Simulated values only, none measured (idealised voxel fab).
process module | voxel transistor to metal
cross-section cut | 170 nm wide | cells 5 nm
A cross-section is a grid of square cells, given in bands from the top down. A band is one or more rows of cells.
Each band's line starts with the height of the band's top and of its bottom, in nm. Then come its materials from left to right, each with its width in nm. One material with "throughout" fills the band from edge to edge. "air" is empty space.
Height 0 is the level under which the wafer as received is all one material. The lowest band goes on downwards, as in "0 down".
A width such as "30 to 40" changes by the same amount from each row of cells to the next, from the band's top row to its bottom row.
"no change" after a step means that no cell of the cross-section changed.
closed voids: empty space of 8 cells or more with no open way to the top, each as width x height at its distance from the left edge, in nm
after a step's settings: what the simulator itself notes on the step
overlay nm, on a step with a mask: how far to the right of its planned place the mask lay; to the left if negative
plan
1 op RECEIVE | material Si
2 op OXIDIZE | depth nm 5
3 op CONFORMAL_DEP | material SiN | thk nm 15
4 op DIRECTIONAL_DEP | material aC | thk nm 15
5 op PATTERN | tone cover | mask id ACTIVE | material resist | width nm 115 | thk nm 30 | overlay nm -10
6 op DIRECTIONAL_ETCH | etch materials aC | depth nm 15
7 op STRIP | etch materials resist
8 op DIRECTIONAL_ETCH | etch materials SiN | depth nm 15
9 op DIRECTIONAL_ETCH | etch materials SiO2 | depth nm 5
10 op DIRECTIONAL_ETCH | etch materials Si | depth nm 30
11 op STRIP | etch materials aC
12 op OXIDIZE | depth nm 5
13 op FILL_DEP | material SiO2 | thk nm 5
14 op CMP | height nm 15
15 op SELECTIVE_ETCH | etch materials SiO2 | depth nm 10
16 op STRIP | etch materials SiN
17 op SELECTIVE_ETCH | etch materials SiO2 | depth nm 5
18 op OXIDIZE | depth nm 5
19 op DIRECTIONAL_DEP | material polySi | thk nm 30
20 op DIRECTIONAL_DEP | material SiCN | thk nm 10
21 op DIRECTIONAL_DEP | material aC | thk nm 10
22 op PATTERN | tone cover | mask id GATE | material resist | width nm 25 | thk nm 30 | overlay nm 0
23 op DIRECTIONAL_ETCH | etch materials aC | depth nm 10
24 op STRIP | etch materials resist
25 op DIRECTIONAL_ETCH | etch materials SiCN | depth nm 20
26 op DIRECTIONAL_ETCH | etch materials polySi | depth nm 40
27 op STRIP | etch materials aC
28 op CONFORMAL_DEP | material SiO2 | thk nm 5
29 op DIRECTIONAL_ETCH | etch materials SiO2 | depth nm 5
30 op CONFORMAL_DEP | material SiN | thk nm 5
31 op DIRECTIONAL_ETCH | etch materials SiN | depth nm 5
32 op DIRECTIONAL_ETCH | etch materials SiO2 | depth nm 5
33 op EPI | material nSi | thk nm 5
34 op FILL_DEP | material SiO2 | thk nm 5
35 op CMP | height nm 35
36 op DIRECTIONAL_DEP | material SiO2 | thk nm 10
37 op DIRECTIONAL_DEP | material aC | thk nm 10
38 op PATTERN | tone open | mask id CONTACT | material resist | width nm 30 | pitch nm 65 | thk nm 30 | overlay nm 0
39 op DIRECTIONAL_ETCH | etch materials aC | depth nm 10
40 op STRIP | etch materials resist
41 op DIRECTIONAL_ETCH | etch materials SiO2 | depth nm 50
42 op STRIP | etch materials aC
43 op CONFORMAL_DEP | material TiN | thk nm 5
44 op FILL_DEP | material Ru | thk nm 10
45 op CMP | height nm 45
46 op DIRECTIONAL_DEP | material TiN | thk nm 5
47 op DIRECTIONAL_DEP | material Ru | thk nm 20
48 op MASKED_ETCH | tone cover | mask id METAL_1 | width nm 15 | pitch nm 80 | etch materials Ru | depth nm 20 | overlay nm 0
49 op MASKED_ETCH | tone cover | mask id METAL_1 | width nm 15 | pitch nm 80 | etch materials TiN | depth nm 5 | overlay nm 0
50 op FILL_DEP | material SiO2 | thk nm 10
51 op CMP | height nm 70
52 op CONFORMAL_DEP | material SiCN | thk nm 5
53 op DIRECTIONAL_DEP | material SiO2 | thk nm 30
54 op MASKED_ETCH | tone open | mask id METAL_2 | width nm 15 | pitch nm 80 | etch materials SiO2 | depth nm 15 | overlay nm 0
55 op DIRECTIONAL_DEP | material aC | thk nm 10
56 op PATTERN | tone open | mask id METAL_2_HOLES | material resist | width nm 15 | pitch nm 80 | thk nm 25 | overlay nm 0
57 op DIRECTIONAL_ETCH | etch materials aC | depth nm 10
58 op STRIP | etch materials resist
59 op DIRECTIONAL_ETCH | etch materials SiO2 | depth nm 15
60 op DIRECTIONAL_ETCH | etch materials SiCN | depth nm 5
61 op STRIP | etch materials aC
62 op CONFORMAL_DEP | material TiN | thk nm 5
63 op FILL_DEP | material Cu | thk nm 10
64 op CMP | height nm 105
65 op CONFORMAL_DEP | material SiN | thk nm 5
varied across the wafers: overlay nm of step 5. The plan shows the first wafer's value. All wafers start alike
first wafer as received, after step 1
  0 down: Si throughout
  closed voids: none
first wafer at the end, after step 65
  110 to 105: SiN throughout
  105 to 75: SiO2 35 | TiN 5 | Cu 5 | TiN 5 | SiO2 65 | TiN 5 | Cu 5 | TiN 5 | SiO2 40
  75 to 70: SiCN 35 | TiN 15 | SiCN 65 | TiN 15 | SiCN 40
  70 to 50: SiO2 35 | Ru 15 | SiO2 65 | Ru 15 | SiO2 40
  50 to 45: SiO2 35 | TiN 15 | SiO2 65 | TiN 15 | SiO2 40
  45 to 35: SiO2 35 | TiN 5 | Ru 20 to 15 | TiN 5 to 10 | SiO2 35 | TiN 5 to 10 | Ru 20 to 15 | TiN 5 | SiO2 40
  35 to 25: SiO2 35 | TiN 5 | Ru 15 | TiN 5 | SiN 5 | SiO2 5 | SiCN 25 | SiO2 5 | SiN 5 | TiN 5 | Ru 15 | TiN 5 | SiO2 40
  25 to 5: SiO2 35 | TiN 5 | Ru 15 | TiN 5 | SiN 5 | SiO2 5 | polySi 25 | SiO2 5 | SiN 5 | TiN 5 | Ru 15 | TiN 5 | SiO2 40
  5 to 0: SiO2 35 | TiN 5 | Ru 15 | TiN 5 | SiN 5 | SiO2 5 | polySi 25 | SiO2 5 | SiN 5 | TiN 5 | Ru 10 | TiN 10 | SiO2 40
  0 to -5: SiO2 15 | SiN 5 | SiO2 15 | TiN 25 | SiN 5 | SiO2 5 | polySi 25 | SiO2 5 | SiN 5 | TiN 20 | SiN 5 | SiO2 40
  -5 to -10: SiO2 20 | nSi 40 | SiO2 45 | nSi 20 | SiO2 45
  -10 to -40: SiO2 20 | Si 105 | SiO2 45
  -40 down: Si throughout
  closed voids: none
last wafer at the end
  110 to 105: SiN throughout
  105 to 75: SiO2 35 | TiN 5 | Cu 5 | TiN 5 | SiO2 65 | TiN 5 | Cu 5 | TiN 5 | SiO2 40
  75 to 70: SiCN 35 | TiN 15 | SiCN 65 | TiN 15 | SiCN 40
  70 to 50: SiO2 35 | Ru 15 | SiO2 65 | Ru 15 | SiO2 40
  50 to 45: SiO2 35 | TiN 15 | SiO2 65 | TiN 15 | SiO2 40
  45 to 35: SiO2 35 | TiN 5 | Ru 20 to 15 | TiN 5 to 10 | SiO2 35 | TiN 5 to 10 | Ru 20 to 15 | TiN 5 | SiO2 40
  35 to 25: SiO2 35 | TiN 5 | Ru 15 | TiN 5 | SiN 5 | SiO2 5 | SiCN 25 | SiO2 5 | SiN 5 | TiN 5 | Ru 15 | TiN 5 | SiO2 40
  25 to 5: SiO2 35 | TiN 5 | Ru 15 | TiN 5 | SiN 5 | SiO2 5 | polySi 25 | SiO2 5 | SiN 5 | TiN 5 | Ru 15 | TiN 5 | SiO2 40
  5 to 0: SiO2 35 | TiN 15 | Ru 5 | TiN 5 | SiN 5 | SiO2 5 | polySi 25 | SiO2 5 | SiN 5 | TiN 5 | Ru 15 | TiN 5 | SiO2 40
  0 to -5: SiO2 35 | TiN 5 | SiN 5 | TiN 15 | SiN 5 | SiO2 5 | polySi 25 | SiO2 5 | SiN 5 | TiN 25 | SiO2 20 | SiN 5 | SiO2 15
  -5 to -10: SiO2 45 | nSi 15 | SiO2 45 | nSi 45 | SiO2 20
  -10 to -40: SiO2 45 | Si 105 | SiO2 20
  -40 down: Si throughout
  closed voids: none
each wafer at the end: cells of each material gained (+) or lost (-) since it was received, then its closed voids
overlay nm -10 | +12 Cu | +79 Ru | -146 Si | +38 SiCN | +52 SiN | +587 SiO2 | +84 TiN | +12 nSi | +30 polySi | closed voids: none
overlay nm -5 | +12 Cu | +80 Ru | -146 Si | +38 SiCN | +52 SiN | +586 SiO2 | +84 TiN | +12 nSi | +30 polySi | closed voids: none
overlay nm 0 | +12 Cu | +80 Ru | -146 Si | +38 SiCN | +52 SiN | +586 SiO2 | +84 TiN | +12 nSi | +30 polySi | closed voids: none
overlay nm 5 | +12 Cu | +80 Ru | -146 Si | +38 SiCN | +52 SiN | +586 SiO2 | +84 TiN | +12 nSi | +30 polySi | closed voids: none
overlay nm 10 | +12 Cu | +79 Ru | -146 Si | +38 SiCN | +52 SiN | +587 SiO2 | +84 TiN | +12 nSi | +30 polySi | closed voids: none
overlay nm 15 | +12 Cu | +78 Ru | -146 Si | +38 SiCN | +52 SiN | +587 SiO2 | +85 TiN | +12 nSi | +30 polySi | closed voids: none
